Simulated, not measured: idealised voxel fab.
voxel double patterning: a process module
Cross-sectional view cut (width: 190 nm; square cell size: 5 nm).
Format of a cross-section: grid, square cells. Given as bands. Order: top down. Band: one or more rows of cells.
Top, bottom (nm), then materials left to right with widths (nm); lone material tagged "full width" fills the whole band edge to edge; "blank" = empty space.
All heights in this document are referenced to 0, defined as the level beneath which the wafer, as received, consists entirely of one material. The lowest band is not bounded below; it extends indefinitely downward and is written in the form "top 0, no bottom".
A width such as "30->40" changes by the same amount from each row of cells to the next, from the band's top row to its bottom row.
Where a step carries "no change", the cross-section came out of it unchanged, cell for cell.
The list in "Completely enclosed voids" covers empty spaces of 8 cells or more that cannot reach the top through any open way, and it gives each as width x height at distance; the distance is from the left edge, and width, height and distance are in nm.
On a step's line, text after the settings is the simulator commenting on that step.
The line of a step may include "overlay nm". On a step with a mask, this value is how far to the right of its planned place the mask lay. A negative value means the mask lay to the left.
-- List of planned process steps
- 1: RECEIVE,material Si
- 2: CONFORMAL_DEP,material SiO2,thk nm 5
- 3: DIRECTIONAL_DEP,material TiN,thk nm 10
- 4: DIRECTIONAL_DEP,material SiN,thk nm 10
- 5: DIRECTIONAL_DEP,material aC,thk nm 15
- 6: PATTERN,tone open,mask id FIRST,material resist,width nm 15,pitch nm 50,thk nm 30,overlay nm 0
- 7: DIRECTIONAL_ETCH,etch materials aC,depth nm 15
- 8: STRIP,etch materials resist
- 9: DIRECTIONAL_ETCH,etch materials SiN,depth nm 10
- 10: STRIP,etch materials aC
- 11: DIRECTIONAL_DEP,material aC,thk nm 15
- 12: PATTERN,tone open,mask id SECOND,material resist,width nm 15,thk nm 30,overlay nm 0
- 13: DIRECTIONAL_ETCH,etch materials aC,depth nm 15
- 14: STRIP,etch materials resist
- 15: DIRECTIONAL_ETCH,etch materials SiN,depth nm 10
- 16: STRIP,etch materials aC
- 17: DIRECTIONAL_ETCH,etch materials TiN,depth nm 10
- 18: STRIP,etch materials SiN
-- First of two wafers - as planned
-- As-received wafer cross-section (after step 1)
top 0, no bottom  Si full width
Completely enclosed voids: none
-- Cross-section: wafer state after step 2
top 5, bottom 0  SiO2 full width
Below 0, no change.
-- Cross-section: wafer state after step 3
top 15, bottom 5  TiN full width
Below 5, no change.
-- Cross-section: wafer state after step 4
top 25, bottom 15  SiN full width
Below 15, no change.
-- Cross-section: wafer state after step 5
top 40, bottom 25  aC full width
Below 25, no change.
-- Cross-section: wafer state after step 6
top 70, bottom 40  resist: 60 | blank: 15 | resist: 35 | blank: 15 | resist: 65
Below 40, no change.
-- Cross-section: wafer state after step 7
top 55, bottom 40  resist: 60 | blank: 15 | resist: 35 | blank: 15 | resist: 65
top 40, bottom 25  aC: 60 | blank: 15 | aC: 35 | blank: 15 | aC: 65
Below 25, no change.
-- Cross-section: wafer state after step 8
top 40, bottom 25  aC: 60 | blank: 15 | aC: 35 | blank: 15 | aC: 65
Below 25, no change.
-- Cross-section: wafer state after step 9
top 40, bottom 25  aC: 60 | blank: 15 | aC: 35 | blank: 15 | aC: 65
top 25, bottom 15  SiN: 60 | blank: 15 | SiN: 35 | blank: 15 | SiN: 65
Below 15, no change.
-- Cross-section: wafer state after step 10
top 25, bottom 15  SiN: 60 | blank: 15 | SiN: 35 | blank: 15 | SiN: 65
Below 15, no change.
-- Cross-section: wafer state after step 11
top 40, bottom 30  aC: 60 | blank: 15 | aC: 35 | blank: 15 | aC: 65
top 30, bottom 25  aC full width
top 25, bottom 15  SiN: 60 | aC: 15 | SiN: 35 | aC: 15 | SiN: 65
Below 15, no change.
-- Cross-section: wafer state after step 12
top 70, bottom 40  resist: 85 | blank: 15 | resist: 90
top 40, bottom 30  aC: 60 | resist: 15 | aC: 35 | resist: 15 | aC: 65
Below 30, no change.
-- Cross-section: wafer state after step 13
top 55, bottom 40  resist: 85 | blank: 15 | resist: 90
top 40, bottom 30  aC: 60 | resist: 15 | aC: 10 | blank: 15 | aC: 10 | resist: 15 | aC: 65
top 30, bottom 25  aC: 85 | blank: 15 | aC: 90
Below 25, no change.
-- Cross-section: wafer state after step 14
top 40, bottom 30  aC: 60 | blank: 15 | aC: 10 | blank: 15 | aC: 10 | blank: 15 | aC: 65
Below 30, no change.
-- Cross-section: wafer state after step 15
top 40, bottom 30  aC: 60 | blank: 15 | aC: 10 | blank: 15 | aC: 10 | blank: 15 | aC: 65
top 30, bottom 25  aC: 85 | blank: 15 | aC: 90
top 25, bottom 15  SiN: 60 | aC: 15 | SiN: 10 | blank: 15 | SiN: 10 | aC: 15 | SiN: 65
Below 15, no change.
-- Cross-section: wafer state after step 16
top 25, bottom 15  SiN: 60 | blank: 15 | SiN: 10 | blank: 15 | SiN: 10 | blank: 15 | SiN: 65
Below 15, no change.
-- Cross-section: wafer state after step 17
top 25, bottom 15  SiN: 60 | blank: 15 | SiN: 10 | blank: 15 | SiN: 10 | blank: 15 | SiN: 65
top 15, bottom 5  TiN: 60 | blank: 15 | TiN: 10 | blank: 15 | TiN: 10 | blank: 15 | TiN: 65
Below 5, no change.
-- Cross-section: wafer state after step 18
top 15, bottom 5  TiN: 60 | blank: 15 | TiN: 10 | blank: 15 | TiN: 10 | blank: 15 | TiN: 65
Below 5, no change.
-- Now the other wafer: same start, same recipe, but we messed up one thing when running it. Up to and including step 5 it's the same as the first one
-- Second wafer, cross-section, planned end of step 6
top 70, bottom 40  blank: 60 | resist: 15 | blank: 35 | resist: 15 | blank: 65
Below 40, no change.
-- Second wafer, cross-section, planned end of step 7
top 55, bottom 40  blank: 60 | resist: 15 | blank: 35 | resist: 15 | blank: 65
top 40, bottom 25  blank: 60 | aC: 15 | blank: 35 | aC: 15 | blank: 65
Below 25, no change.
-- Second wafer, cross-section, planned end of step 8
top 40, bottom 25  blank: 60 | aC: 15 | blank: 35 | aC: 15 | blank: 65
Below 25, no change.
-- Second wafer, cross-section, planned end of step 9
top 40, bottom 25  blank: 60 | aC: 15 | blank: 35 | aC: 15 | blank: 65
top 25, bottom 15  blank: 60 | SiN: 15 | blank: 35 | SiN: 15 | blank: 65
Below 15, no change.
-- Second wafer, cross-section, planned end of step 10
top 25, bottom 15  blank: 60 | SiN: 15 | blank: 35 | SiN: 15 | blank: 65
Below 15, no change.
-- Second wafer, cross-section, planned end of step 11
top 40, bottom 30  blank: 60 | aC: 15 | blank: 35 | aC: 15 | blank: 65
top 30, bottom 25  aC full width
top 25, bottom 15  aC: 60 | SiN: 15 | aC: 35 | SiN: 15 | aC: 65
Below 15, no change.
-- Second wafer, cross-section, planned end of step 12
top 70, bottom 40  resist: 85 | blank: 15 | resist: 90
top 40, bottom 30  resist: 60 | aC: 15 | resist: 10 | blank: 15 | resist: 10 | aC: 15 | resist: 65
Below 30, no change.
-- Second wafer, cross-section, planned end of step 13
top 55, bottom 40  resist: 85 | blank: 15 | resist: 90
top 40, bottom 30  resist: 60 | aC: 15 | resist: 10 | blank: 15 | resist: 10 | aC: 15 | resist: 65
top 30, bottom 25  aC: 85 | blank: 15 | aC: 90
top 25, bottom 15  aC: 60 | SiN: 15 | aC: 10 | blank: 15 | aC: 10 | SiN: 15 | aC: 65
Below 15, no change.
-- Second wafer, cross-section, planned end of step 14
top 40, bottom 30  blank: 60 | aC: 15 | blank: 35 | aC: 15 | blank: 65
Below 30, no change.
Second wafer, cross-section, planned end of step 15: no change
-- Second wafer, cross-section, planned end of step 16
top 25, bottom 15  blank: 60 | SiN: 15 | blank: 35 | SiN: 15 | blank: 65
Below 15, no change.
-- Second wafer, cross-section, planned end of step 17
top 25, bottom 15  blank: 60 | SiN: 15 | blank: 35 | SiN: 15 | blank: 65
top 15, bottom 5  blank: 60 | TiN: 15 | blank: 35 | TiN: 15 | blank: 65
Below 5, no change.
-- Second wafer, cross-section, planned end of step 18
top 15, bottom 5  blank: 60 | TiN: 15 | blank: 35 | TiN: 15 | blank: 65
Below 5, no change.
What broke from the plan during processing? in deviation from the planned setting, step 6 was conducted as PATTERN,tone cover,mask id FIRST,material resist,width nm 15,pitch nm 50,thk nm 30,overlay nm 0
Wafer comparison, final, in cells, second relative to first, materials more or fewer: TiN -46
